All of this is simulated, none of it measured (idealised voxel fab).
process module | voxel gate over fins
cross-section cut | 225 nm wide | cells 5 nm
A cross-section is a grid of square cells, given in bands from the top down. A band is one or more rows of cells.
Each band's line starts with the height of the band's top and of its bottom, in nm. Then come its materials from left to right, each with its width in nm. One material with "throughout" fills the band from edge to edge. "air" is empty space.
Height 0 is the level under which the wafer as received is all one material. The lowest band goes on downwards, as in "0 down".
A width such as "30 to 40" changes by the same amount from each row of cells to the next, from the band's top row to its bottom row.
"no change" after a step means that no cell of the cross-section changed.
closed voids: empty space of 8 cells or more with no open way to the top, each as width x height at its distance from the left edge, in nm
after a step's settings: what the simulator itself notes on the step
overlay nm, on a step with a mask: how far to the right of its planned place the mask lay; to the left if negative
plan
1 op RECEIVE | material Si
2 op CONFORMAL_DEP | material SiN | thk nm 10
3 op PATTERN | tone cover | mask id FINS | material resist | width nm 15 | pitch nm 45 | thk nm 15 | overlay nm 0
4 op DIRECTIONAL_ETCH | etch materials SiN | depth nm 10
5 op DIRECTIONAL_ETCH | etch materials Si | depth nm 30
6 op STRIP | etch materials resist
7 op OXIDIZE | depth nm 5
8 op FILL_DEP | material SiO2 | thk nm 5
9 op CMP | height nm 10
10 op SELECTIVE_ETCH | etch materials SiO2 | depth nm 25
11 op STRIP | etch materials SiN
12 op CONFORMAL_DEP | material HfO2 | thk nm 5
13 op CONFORMAL_DEP | material TiN | thk nm 5
14 op CONFORMAL_DEP | material TiAl | thk nm 5
15 op CONFORMAL_DEP | material TiN | thk nm 5
16 op FILL_DEP | material W | thk nm 10
17 op CMP | height nm 25
18 op CONFORMAL_DEP | material SiCN | thk nm 5
as received, after step 1
  0 down: Si throughout
  closed voids: none
first wafer at the end, as planned
  30 to 25: SiCN throughout
  25 to 20: W throughout
  20 to 15: W 65 | TiN 90 | W 70
  15 to 10: W 65 | TiN 5 | TiAl 35 | TiN 10 | TiAl 35 | TiN 5 | W 70
  10 to 5: W 65 | TiN 5 | TiAl 5 | TiN 25 | TiAl 5 | TiN 10 | TiAl 5 | TiN 25 | TiAl 5 | TiN 5 | W 70
  5 to 0: TiN 70 | TiAl 5 | TiN 5 | HfO2 15 | TiN 5 | TiAl 5 | TiN 10 | TiAl 5 | TiN 5 | HfO2 15 | TiN 5 | TiAl 5 | TiN 75
  0 to -5: TiAl 75 | TiN 5 | HfO2 5 | Si 5 | HfO2 5 | TiN 5 | TiAl 20 | TiN 5 | HfO2 5 | Si 5 | HfO2 5 | TiN 5 | TiAl 80
  -5 to -10: TiN 80 | HfO2 5 | Si 5 | HfO2 5 | TiN 30 | HfO2 5 | Si 5 | HfO2 5 | TiN 85
  -10 to -15: HfO2 85 | Si 5 | HfO2 40 | Si 5 | HfO2 90
  -15 to -35: SiO2 85 | Si 5 | SiO2 40 | Si 5 | SiO2 90
  -35 down: Si throughout
  closed voids: none
second wafer at the end: like start, like plan, one mistake
  30 to 25: SiCN throughout
  25 to 20: W throughout
  20 to 15: W 60 | TiN 100 | W 65
  15 to 10: W 60 | TiN 5 | TiAl 90 | TiN 5 | W 65
  10 to 5: W 60 | TiN 5 | TiAl 5 | TiN 35 | TiAl 10 | TiN 35 | TiAl 5 | TiN 5 | W 65
  5 to 0: TiN 65 | TiAl 5 | TiN 5 | HfO2 25 | TiN 5 | TiAl 10 | TiN 5 | HfO2 25 | TiN 5 | TiAl 5 | TiN 70
  0 to -5: TiAl 70 | TiN 5 | HfO2 5 | Si 15 | HfO2 5 | TiN 5 | TiAl 10 | TiN 5 | HfO2 5 | Si 15 | HfO2 5 | TiN 5 | TiAl 75
  -5 to -10: TiN 75 | HfO2 5 | Si 15 | HfO2 5 | TiN 20 | HfO2 5 | Si 15 | HfO2 5 | TiN 80
  -10 to -15: HfO2 80 | Si 15 | HfO2 30 | Si 15 | HfO2 85
  -15 to -35: SiO2 80 | Si 15 | SiO2 30 | Si 15 | SiO2 85
  -35 down: Si throughout
  closed voids: none
what went wrong: step 3 ran as: op PATTERN | tone cover | mask id FINS | material resist | width nm 25 | pitch nm 45 | thk nm 15 | overlay nm 0
at the end the second wafer has, in cells: 28 more of Si | 16 fewer of SiO2 | 6 fewer of TiN | 6 fewer of W
